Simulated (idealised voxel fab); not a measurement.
This section sets out a process module, namely voxel tone inversion.
Xsec cut, 205 nm wide, square cell size 5 nm.
We lay out every cross-section as a grid of square cells and spell it out in bands from the top down, where one band means one or more rows of cells.
A band entry consists of two parts. The first gives the height of the band's top and the height of its bottom, in nm. The rest lists the band's materials from left to right, each with its width in nm. A single material labelled with the word "everywhere" fills the band from edge to edge, and the word "air" marks empty space.
Counting heights begins at 0, where everything beneath is, in the wafer as received, one material. The lowest band has no bottom; it goes on downwards, as "from 0 down" shows.
With a width like "30 to 40", each row of cells in the band differs from the next by the same amount, the top row carrying the first number and the bottom row the second.
You'll sometimes find "no alterations made" written for a step, and that's the way of saying that nowhere in the cross-section did a cell change during that step.
So "Closed cavity list" is basically the list of trapped voids: any empty space of 8 cells or more that can't reach the top through an opening. They're written width x height at distance, the distance being from the left edge, and it's all nm.
Whatever follows a step's settings on its line is a remark the simulator itself makes about that step.
What "overlay nm" on a step's line means: if the step has a mask, that mask lay this far to the right of its planned place, or, when the value is negative, to the left.

[The following list gives the planned process steps]
- 1: RECEIVE | material Si
- 2: CONFORMAL_DEP | material SiCN | thk nm 5
- 3: DIRECTIONAL_DEP | material aC | thk nm 25
- 4: PATTERN | tone cover | mask id POSTS | material resist | width nm 25 | pitch nm 40 | thk nm 35 | overlay nm 0
- 5: DIRECTIONAL_ETCH | etch materials aC | depth nm 25
- 6: STRIP | etch materials resist
- 7: FILL_DEP | material lowk | thk nm 10
- 8: CMP | height nm 30
- 9: STRIP | etch materials aC
- 10: CONFORMAL_DEP | material TiN | thk nm 5
- 11: FILL_DEP | material Cu | thk nm 5
- 12: CMP | height nm 30
- 13: CONFORMAL_DEP | material SiN | thk nm 5

[The following pertains to the first of two wafers, which was processed as planned]

[Incoming wafer, cross-sectional view, post step 1]
* from 0 down | Si everywhere
* Closed cavity list: none

[State of the wafer after step 2, shown in cross-section]
* from 5 to 0 | SiCN everywhere
* below 0: unchanged

[State of the wafer after step 3, shown in cross-section]
* from 30 to 5 | aC everywhere
* below 5: unchanged

[State of the wafer after step 4, shown in cross-section]
* from 65 to 30 | air 30 nm | resist 25 nm | air 15 nm | resist 25 nm | air 15 nm | resist 25 nm | air 15 nm | resist 25 nm | air 30 nm
* below 30: unchanged

[State of the wafer after step 5, shown in cross-section]
* from 40 to 30 | air 30 nm | resist 25 nm | air 15 nm | resist 25 nm | air 15 nm | resist 25 nm | air 15 nm | resist 25 nm | air 30 nm
* from 30 to 5 | air 30 nm | aC 25 nm | air 15 nm | aC 25 nm | air 15 nm | aC 25 nm | air 15 nm | aC 25 nm | air 30 nm
* below 5: unchanged

[State of the wafer after step 6, shown in cross-section]
* from 30 to 5 | air 30 nm | aC 25 nm | air 15 nm | aC 25 nm | air 15 nm | aC 25 nm | air 15 nm | aC 25 nm | air 30 nm
* below 5: unchanged

[State of the wafer after step 7, shown in cross-section]
* from 40 to 30 | lowk everywhere
* from 30 to 5 | lowk 30 nm | aC 25 nm | lowk 15 nm | aC 25 nm | lowk 15 nm | aC 25 nm | lowk 15 nm | aC 25 nm | lowk 30 nm
* below 5: unchanged

[State of the wafer after step 8, shown in cross-section]
* from 30 to 5 | lowk 30 nm | aC 25 nm | lowk 15 nm | aC 25 nm | lowk 15 nm | aC 25 nm | lowk 15 nm | aC 25 nm | lowk 30 nm
* below 5: unchanged

[State of the wafer after step 9, shown in cross-section]
* from 30 to 5 | lowk 30 nm | air 25 nm | lowk 15 nm | air 25 nm | lowk 15 nm | air 25 nm | lowk 15 nm | air 25 nm | lowk 30 nm
* below 5: unchanged

[State of the wafer after step 10, shown in cross-section]
* from 35 to 30 | TiN 35 nm | air 15 nm | TiN 25 nm | air 15 nm | TiN 25 nm | air 15 nm | TiN 25 nm | air 15 nm | TiN 35 nm
* from 30 to 10 | lowk 30 nm | TiN 5 nm | air 15 nm | TiN 5 nm | lowk 15 nm | TiN 5 nm | air 15 nm | TiN 5 nm | lowk 15 nm | TiN 5 nm | air 15 nm | TiN 5 nm | lowk 15 nm | TiN 5 nm | air 15 nm | TiN 5 nm | lowk 30 nm
* from 10 to 5 | lowk 30 nm | TiN 25 nm | lowk 15 nm | TiN 25 nm | lowk 15 nm | TiN 25 nm | lowk 15 nm | TiN 25 nm | lowk 30 nm
* below 5: unchanged

[State of the wafer after step 11, shown in cross-section]
* from 40 to 35 | Cu everywhere
* from 35 to 30 | TiN 35 nm | Cu 15 nm | TiN 25 nm | Cu 15 nm | TiN 25 nm | Cu 15 nm | TiN 25 nm | Cu 15 nm | TiN 35 nm
* from 30 to 10 | lowk 30 nm | TiN 5 nm | Cu 15 nm | TiN 5 nm | lowk 15 nm | TiN 5 nm | Cu 15 nm | TiN 5 nm | lowk 15 nm | TiN 5 nm | Cu 15 nm | TiN 5 nm | lowk 15 nm | TiN 5 nm | Cu 15 nm | TiN 5 nm | lowk 30 nm
* below 10: unchanged

[State of the wafer after step 12, shown in cross-section]
* from 30 to 10 | lowk 30 nm | TiN 5 nm | Cu 15 nm | TiN 5 nm | lowk 15 nm | TiN 5 nm | Cu 15 nm | TiN 5 nm | lowk 15 nm | TiN 5 nm | Cu 15 nm | TiN 5 nm | lowk 15 nm | TiN 5 nm | Cu 15 nm | TiN 5 nm | lowk 30 nm
* below 10: unchanged

[State of the wafer after step 13, shown in cross-section]
* from 35 to 30 | SiN everywhere
* below 30: unchanged

[second wafer: like start, like plan, one mistake. Through step 1 it matches the first wafer]

[Second wafer, section view, time point: scheduled end of step 2]
* from 25 to 0 | aC everywhere
* below 0: unchanged

[Second wafer, section view, time point: scheduled end of step 3]
* from 30 to 25 | SiCN everywhere
* below 25: unchanged

[Second wafer, section view, time point: scheduled end of step 4]
* from 65 to 30 | air 30 nm | resist 25 nm | air 15 nm | resist 25 nm | air 15 nm | resist 25 nm | air 15 nm | resist 25 nm | air 30 nm
* below 30: unchanged

[Second wafer, section view, time point: scheduled end of step 5]
* from 40 to 30 | air 30 nm | resist 25 nm | air 15 nm | resist 25 nm | air 15 nm | resist 25 nm | air 15 nm | resist 25 nm | air 30 nm
* below 30: unchanged

[Second wafer, section view, time point: scheduled end of step 6]
* from 30 to 25 | SiCN everywhere
* below 25: unchanged

[Second wafer, section view, time point: scheduled end of step 7]
* from 40 to 30 | lowk everywhere
* below 30: unchanged

[Second wafer, section view, time point: scheduled end of step 8]
* from 30 to 25 | SiCN everywhere
* below 25: unchanged

Second wafer, section view, time point: scheduled end of step 9: no alterations made

[Second wafer, section view, time point: scheduled end of step 10]
* from 35 to 30 | TiN everywhere
* below 30: unchanged

[Second wafer, section view, time point: scheduled end of step 11]
* from 40 to 35 | Cu everywhere
* below 35: unchanged

[Second wafer, section view, time point: scheduled end of step 12]
* from 30 to 25 | SiCN everywhere
* below 25: unchanged

[Second wafer, section view, time point: scheduled end of step 13]
* from 35 to 30 | SiN everywhere
* below 30: unchanged
Here's what went sideways: the run placed steps 2 and 3 each in the position the plan gave to the other
Counted in cells at the end, the second wafer holds more or fewer of these materials than the first: -48 Cu | -52 TiN | +205 aC | -105 lowk
